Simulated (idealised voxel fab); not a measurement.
process module | voxel released beams
cross-section cut | 225 nm wide | cells 5 nm
A cross-section is a grid of square cells, given in bands from the top down. A band is one or more rows of cells.
Each band's line starts with the height of the band's top and of its bottom, in nm. Then come its materials from left to right, each with its width in nm. One material with "throughout" fills the band from edge to edge. "air" is empty space.
Height 0 is the level under which the wafer as received is all one material. The lowest band goes on downwards, as in "0 down".
A width such as "30 to 40" changes by the same amount from each row of cells to the next, from the band's top row to its bottom row.
"no change" after a step means that no cell of the cross-section changed.
closed voids: empty space of 8 cells or more with no open way to the top, each as width x height at its distance from the left edge, in nm
after a step's settings: what the simulator itself notes on the step
overlay nm, on a step with a mask: how far to the right of its planned place the mask lay; to the left if negative
plan
1 op RECEIVE | material Si
2 op CONFORMAL_DEP | material Al2O3 | thk nm 5
3 op DIRECTIONAL_DEP | material SiO2 | thk nm 15
4 op DIRECTIONAL_DEP | material aC | thk nm 10
5 op PATTERN | tone open | mask id ANCHOR | material resist | width nm 30 | thk nm 25 | overlay nm 0
6 op DIRECTIONAL_ETCH | etch materials aC | depth nm 10
7 op STRIP | etch materials resist
8 op DIRECTIONAL_ETCH | etch materials SiO2 | depth nm 15
9 op STRIP | etch materials aC
10 op CONFORMAL_DEP | material W | thk nm 10
11 op DIRECTIONAL_DEP | material aC | thk nm 15
12 op PATTERN | tone cover | mask id BEAM | material resist | width nm 85 | thk nm 30 | overlay nm 0
13 op DIRECTIONAL_ETCH | etch materials aC | depth nm 15
14 op STRIP | etch materials resist
15 op DIRECTIONAL_ETCH | etch materials W | depth nm 10
16 op STRIP | etch materials aC
17 op STRIP | etch materials SiO2
varied across the wafers: width nm of step 12. The plan shows the first wafer's value. All wafers start alike
first wafer as received, after step 1
  0 down: Si throughout
  closed voids: none
first wafer at the end, after step 17
  30 to 20: air 65 | W 10 | air 10 | W 65 | air 75
  20 to 15: air 65 | W 10 | air 10 | W 10 | air 130
  15 to 5: air 65 | W 30 | air 130
  5 to 0: Al2O3 throughout
  0 down: Si throughout
  closed voids: none
last wafer at the end
  30 to 20: air 55 | W 20 | air 10 | W 80 | air 60
  20 to 15: air 65 | W 10 | air 10 | W 10 | air 130
  15 to 5: air 65 | W 30 | air 130
  5 to 0: Al2O3 throughout
  0 down: Si throughout
  closed voids: none
each wafer at the end: cells of each material gained (+) or lost (-) since it was received, then its closed voids
width nm 85 | +45 Al2O3 | +46 W | closed voids: none
width nm 90 | +45 Al2O3 | +48 W | closed voids: none
width nm 95 | +45 Al2O3 | +50 W | closed voids: none
width nm 100 | +45 Al2O3 | +52 W | closed voids: none
width nm 105 | +45 Al2O3 | +54 W | closed voids: none
width nm 110 | +45 Al2O3 | +56 W | closed voids: none
